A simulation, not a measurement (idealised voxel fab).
process module | voxel tone inversion
cross-section cut | 255 nm wide | cells 5 nm
A cross-section is a grid of square cells, given in bands from the top down. A band is one or more rows of cells.
Each band's line starts with the height of the band's top and of its bottom, in nm. Then come its materials from left to right, each with its width in nm. One material with "throughout" fills the band from edge to edge. "air" is empty space.
Height 0 is the level under which the wafer as received is all one material. The lowest band goes on downwards, as in "0 down".
A width such as "30 to 40" changes by the same amount from each row of cells to the next, from the band's top row to its bottom row.
"no change" after a step means that no cell of the cross-section changed.
closed voids: empty space of 8 cells or more with no open way to the top, each as width x height at its distance from the left edge, in nm
after a step's settings: what the simulator itself notes on the step
overlay nm, on a step with a mask: how far to the right of its planned place the mask lay; to the left if negative
plan
1 op RECEIVE | material Si
2 op CONFORMAL_DEP | material SiCN | thk nm 5
3 op DIRECTIONAL_DEP | material polySi | thk nm 15
4 op PATTERN | tone cover | mask id POSTS | material resist | width nm 25 | pitch nm 45 | thk nm 20 | overlay nm 0
5 op DIRECTIONAL_ETCH | etch materials polySi | depth nm 15
6 op STRIP | etch materials resist
7 op FILL_DEP | material lowk | thk nm 5
8 op CMP | height nm 20
9 op STRIP | etch materials polySi
10 op CONFORMAL_DEP | material TiN | thk nm 5
11 op FILL_DEP | material Ru | thk nm 10
12 op CMP | height nm 20
13 op CONFORMAL_DEP | material SiCN | thk nm 5
as received, after step 1
  0 down: Si throughout
  closed voids: none
a wafer at the end: this start, this plan, one mistake
  25 to 15: SiCN throughout
  15 to 0: polySi throughout
  0 down: Si throughout
  closed voids: none
what went wrong: steps 2 and 3 were swapped
